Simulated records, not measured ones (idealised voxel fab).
You're looking at the process module voxel self aligned contacts.
The cross-section on display is named cut; it measures 275 nm wide, and its cells are 5 nm squares.
Cross-sections here: square-cell grids, written as top-down lists of bands, a band being one or more rows of cells.
Read a band's entry like this: the first values are the height of its top and the height of its bottom in nm, and what follows is the sequence of materials from left to right, each with its width in nm. Note that "air" is empty space, and that a single material marked "throughout" reaches across the band from edge to edge.
Height reference: 0 = level under which incoming wafer is all one material. Lowest band: no bottom, runs on downward, e.g. "0 and below".
Graded width ("30->40"): value in top row of band = first number; value in bottom row = second number; row-to-row change constant.
Where a step carries "remained unchanged", the cross-section came out of it unchanged, cell for cell.
Any empty space of 8 cells or more lacking an open way to the top shows up in "Closed void table" as width x height at distance, distance from the left edge, in nm.
Heads up: the bit after the settings on a step's line is the simulator's remark on that step.
Steps that use a mask can have "overlay nm" on their line. It says how far the mask sat to the right of where it was meant to be. Negative means to the left.
### Below is the list of planned process steps
- 1: RECEIVE [material Si]
- 2: OXIDIZE [depth nm 5]
- 3: DIRECTIONAL_DEP [material polySi] [thk nm 30]
- 4: DIRECTIONAL_DEP [material SiN] [thk nm 20]
- 5: PATTERN [tone cover] [mask id GATE] [material resist] [width nm 35] [pitch nm 70] [thk nm 20] [overlay nm 0]
- 6: DIRECTIONAL_ETCH [etch materials SiN] [depth nm 20]
- 7: DIRECTIONAL_ETCH [etch materials polySi] [depth nm 30]
- 8: STRIP [etch materials resist]
- 9: CONFORMAL_DEP [material SiN] [thk nm 5]
- 10: DIRECTIONAL_ETCH [etch materials SiN] [depth nm 5]
- 11: FILL_DEP [material SiO2] [thk nm 15]
- 12: CMP [height nm 60]
- 13: PATTERN [tone open] [mask id CONTACT] [material resist] [width nm 55] [pitch nm 70] [thk nm 20] [overlay nm 0]
- 14: DIRECTIONAL_ETCH [etch materials SiO2] [depth nm 65]
- 15: STRIP [etch materials resist]
- 16: CONFORMAL_DEP [material TiN] [thk nm 5]
- 17: FILL_DEP [material W] [thk nm 5]
- 18: CMP [height nm 60]
- 19: CONFORMAL_DEP [material SiN] [thk nm 5]
### The following pertains to the first of two wafers, which was processed as planned
### Cross-section: wafer on arrival = after step 1
* 0 and below: Si throughout
* Closed void table: none
### Upon completion of step 2, the wafer appears in cross-section as shown
* 0 down to -5: SiO2 throughout
* Below a height of -5, the structure has not been altered.
### Upon completion of step 3, the wafer appears in cross-section as shown
* 30 down to 0: polySi throughout
* Below a height of 0, the structure has not been altered.
### Upon completion of step 4, the wafer appears in cross-section as shown
* 50 down to 30: SiN throughout
* Below a height of 30, the structure has not been altered.
### Upon completion of step 5, the wafer appears in cross-section as shown
* 70 down to 50: air (50), resist (35), air (35), resist (35), air (35), resist (35), air (50)
* Below a height of 50, the structure has not been altered.
### Upon completion of step 6, the wafer appears in cross-section as shown
* 70 down to 50: air (50), resist (35), air (35), resist (35), air (35), resist (35), air (50)
* 50 down to 30: air (50), SiN (35), air (35), SiN (35), air (35), SiN (35), air (50)
* Below a height of 30, the structure has not been altered.
### Upon completion of step 7, the wafer appears in cross-section as shown
* 70 down to 50: air (50), resist (35), air (35), resist (35), air (35), resist (35), air (50)
* 50 down to 30: air (50), SiN (35), air (35), SiN (35), air (35), SiN (35), air (50)
* 30 down to 0: air (50), polySi (35), air (35), polySi (35), air (35), polySi (35), air (50)
* Below a height of 0, the structure has not been altered.
### Upon completion of step 8, the wafer appears in cross-section as shown
* 50 down to 30: air (50), SiN (35), air (35), SiN (35), air (35), SiN (35), air (50)
* Below a height of 30, the structure has not been altered.
### Upon completion of step 9, the wafer appears in cross-section as shown
* 55 down to 30: air (45), SiN (45), air (25), SiN (45), air (25), SiN (45), air (45)
* 30 down to 5: air (45), SiN (5), polySi (35), SiN (5), air (25), SiN (5), polySi (35), SiN (5), air (25), SiN (5), polySi (35), SiN (5), air (45)
* 5 down to 0: SiN (50), polySi (35), SiN (35), polySi (35), SiN (35), polySi (35), SiN (50)
* Below a height of 0, the structure has not been altered.
### Upon completion of step 10, the wafer appears in cross-section as shown
* 50 down to 30: air (45), SiN (45), air (25), SiN (45), air (25), SiN (45), air (45)
* 30 down to 0: air (45), SiN (5), polySi (35), SiN (5), air (25), SiN (5), polySi (35), SiN (5), air (25), SiN (5), polySi (35), SiN (5), air (45)
* Below a height of 0, the structure has not been altered.
### Upon completion of step 11, the wafer appears in cross-section as shown
* 65 down to 50: SiO2 throughout
* 50 down to 30: SiO2 (45), SiN (45), SiO2 (25), SiN (45), SiO2 (25), SiN (45), SiO2 (45)
* 30 down to 0: SiO2 (45), SiN (5), polySi (35), SiN (5), SiO2 (25), SiN (5), polySi (35), SiN (5), SiO2 (25), SiN (5), polySi (35), SiN (5), SiO2 (45)
* Below a height of 0, the structure has not been altered.
### Upon completion of step 12, the wafer appears in cross-section as shown
* 60 down to 50: SiO2 throughout
* Below a height of 50, the structure has not been altered.
### Upon completion of step 13, the wafer appears in cross-section as shown
* 80 down to 60: resist (75), air (55), resist (15), air (55), resist (75)
* Below a height of 60, the structure has not been altered.
### Upon completion of step 14, the wafer appears in cross-section as shown
* 80 down to 60: resist (75), air (55), resist (15), air (55), resist (75)
* 60 down to 50: SiO2 (75), air (55), SiO2 (15), air (55), SiO2 (75)
* 50 down to 30: SiO2 (45), SiN (45), air (25), SiN (45), air (25), SiN (45), SiO2 (45)
* 30 down to 0: SiO2 (45), SiN (5), polySi (35), SiN (5), air (25), SiN (5), polySi (35), SiN (5), air (25), SiN (5), polySi (35), SiN (5), SiO2 (45)
* 0 down to -5: SiO2 (90), air (25), SiO2 (45), air (25), SiO2 (90)
* Below a height of -5, the structure has not been altered.
### Upon completion of step 15, the wafer appears in cross-section as shown
* 60 down to 50: SiO2 (75), air (55), SiO2 (15), air (55), SiO2 (75)
* Below a height of 50, the structure has not been altered.
### Upon completion of step 16, the wafer appears in cross-section as shown
* 65 down to 60: TiN (80), air (45), TiN (25), air (45), TiN (80)
* 60 down to 50: SiO2 (75), TiN (5->20), air (45->15), TiN (5->20), SiO2 (15), TiN (5->20), air (45->15), TiN (5->20), SiO2 (75)
* 50 down to 30: SiO2 (45), SiN (45), TiN (5), air (15), TiN (5), SiN (45), TiN (5), air (15), TiN (5), SiN (45), SiO2 (45)
* 30 down to 0: SiO2 (45), SiN (5), polySi (35), SiN (5), TiN (5), air (15), TiN (5), SiN (5), polySi (35), SiN (5), TiN (5), air (15), TiN (5), SiN (5), polySi (35), SiN (5), SiO2 (45)
* 0 down to -5: SiO2 (90), TiN (25), SiO2 (45), TiN (25), SiO2 (90)
* Below a height of -5, the structure has not been altered.
### Upon completion of step 17, the wafer appears in cross-section as shown
* 70 down to 65: W throughout
* 65 down to 60: TiN (80), W (45), TiN (25), W (45), TiN (80)
* 60 down to 50: SiO2 (75), TiN (5->20), W (45->15), TiN (5->20), SiO2 (15), TiN (5->20), W (45->15), TiN (5->20), SiO2 (75)
* 50 down to 30: SiO2 (45), SiN (45), TiN (5), W (15), TiN (5), SiN (45), TiN (5), W (15), TiN (5), SiN (45), SiO2 (45)
* 30 down to 0: SiO2 (45), SiN (5), polySi (35), SiN (5), TiN (5), W (15), TiN (5), SiN (5), polySi (35), SiN (5), TiN (5), W (15), TiN (5), SiN (5), polySi (35), SiN (5), SiO2 (45)
* Below a height of 0, the structure has not been altered.
### Upon completion of step 18, the wafer appears in cross-section as shown
* 60 down to 50: SiO2 (75), TiN (5->20), W (45->15), TiN (5->20), SiO2 (15), TiN (5->20), W (45->15), TiN (5->20), SiO2 (75)
* Below a height of 50, the structure has not been altered.
### Upon completion of step 19, the wafer appears in cross-section as shown
* 65 down to 60: SiN throughout
* Below a height of 60, the structure has not been altered.
### Second wafer, same starting conditions and recipe as the first, one mistake in executing it, nothing differs from the first up to and including step 8
### Cross-section of the second wafer corresponding to the planned conclusion of step 9
* 45 down to 30: air (50), SiN (35), air (35), SiN (35), air (35), SiN (35), air (50)
* Below a height of 30, the structure has not been altered.
### Cross-section of the second wafer corresponding to the planned conclusion of step 10
* 50 down to 30: air (45), SiN (45), air (25), SiN (45), air (25), SiN (45), air (45)
* 30 down to 5: air (45), SiN (5), polySi (35), SiN (5), air (25), SiN (5), polySi (35), SiN (5), air (25), SiN (5), polySi (35), SiN (5), air (45)
* 5 down to 0: SiN (50), polySi (35), SiN (35), polySi (35), SiN (35), polySi (35), SiN (50)
* Below a height of 0, the structure has not been altered.
### Cross-section of the second wafer corresponding to the planned conclusion of step 11
* 65 down to 50: SiO2 throughout
* 50 down to 30: SiO2 (45), SiN (45), SiO2 (25), SiN (45), SiO2 (25), SiN (45), SiO2 (45)
* 30 down to 5: SiO2 (45), SiN (5), polySi (35), SiN (5), SiO2 (25), SiN (5), polySi (35), SiN (5), SiO2 (25), SiN (5), polySi (35), SiN (5), SiO2 (45)
* Below a height of 5, the structure has not been altered.
### Cross-section of the second wafer corresponding to the planned conclusion of step 12
* 60 down to 50: SiO2 throughout
* Below a height of 50, the structure has not been altered.
### Cross-section of the second wafer corresponding to the planned conclusion of step 13
* 80 down to 60: resist (75), air (55), resist (15), air (55), resist (75)
* Below a height of 60, the structure has not been altered.
### Cross-section of the second wafer corresponding to the planned conclusion of step 14
* 80 down to 60: resist (75), air (55), resist (15), air (55), resist (75)
* 60 down to 50: SiO2 (75), air (55), SiO2 (15), air (55), SiO2 (75)
* 50 down to 30: SiO2 (45), SiN (45), air (25), SiN (45), air (25), SiN (45), SiO2 (45)
* 30 down to 5: SiO2 (45), SiN (5), polySi (35), SiN (5), air (25), SiN (5), polySi (35), SiN (5), air (25), SiN (5), polySi (35), SiN (5), SiO2 (45)
* Below a height of 5, the structure has not been altered.
### Cross-section of the second wafer corresponding to the planned conclusion of step 15
* 60 down to 50: SiO2 (75), air (55), SiO2 (15), air (55), SiO2 (75)
* Below a height of 50, the structure has not been altered.
### Cross-section of the second wafer corresponding to the planned conclusion of step 16
* 65 down to 60: TiN (80), air (45), TiN (25), air (45), TiN (80)
* 60 down to 50: SiO2 (75), TiN (5->20), air (45->15), TiN (5->20), SiO2 (15), TiN (5->20), air (45->15), TiN (5->20), SiO2 (75)
* 50 down to 30: SiO2 (45), SiN (45), TiN (5), air (15), TiN (5), SiN (45), TiN (5), air (15), TiN (5), SiN (45), SiO2 (45)
* 30 down to 10: SiO2 (45), SiN (5), polySi (35), SiN (5), TiN (5), air (15), TiN (5), SiN (5), polySi (35), SiN (5), TiN (5), air (15), TiN (5), SiN (5), polySi (35), SiN (5), SiO2 (45)
* 10 down to 5: SiO2 (45), SiN (5), polySi (35), SiN (5), TiN (25), SiN (5), polySi (35), SiN (5), TiN (25), SiN (5), polySi (35), SiN (5), SiO2 (45)
* Below a height of 5, the structure has not been altered.
### Cross-section of the second wafer corresponding to the planned conclusion of step 17
* 70 down to 65: W throughout
* 65 down to 60: TiN (80), W (45), TiN (25), W (45), TiN (80)
* 60 down to 50: SiO2 (75), TiN (5->20), W (45->15), TiN (5->20), SiO2 (15), TiN (5->20), W (45->15), TiN (5->20), SiO2 (75)
* 50 down to 30: SiO2 (45), SiN (45), TiN (5), W (15), TiN (5), SiN (45), TiN (5), W (15), TiN (5), SiN (45), SiO2 (45)
* 30 down to 10: SiO2 (45), SiN (5), polySi (35), SiN (5), TiN (5), W (15), TiN (5), SiN (5), polySi (35), SiN (5), TiN (5), W (15), TiN (5), SiN (5), polySi (35), SiN (5), SiO2 (45)
* Below a height of 10, the structure has not been altered.
### Cross-section of the second wafer corresponding to the planned conclusion of step 18
* 60 down to 50: SiO2 (75), TiN (5->20), W (45->15), TiN (5->20), SiO2 (15), TiN (5->20), W (45->15), TiN (5->20), SiO2 (75)
* Below a height of 50, the structure has not been altered.
### Cross-section of the second wafer corresponding to the planned conclusion of step 19
* 65 down to 60: SiN throughout
* Below a height of 60, the structure has not been altered.
Short version of what went wrong: sequence error: steps 9 and 10 interchanged
Per the end-of-run cell counts, the second wafer holds more or fewer of some materials than the first: +28 SiN | -8 SiO2 | -8 TiN | -12 W
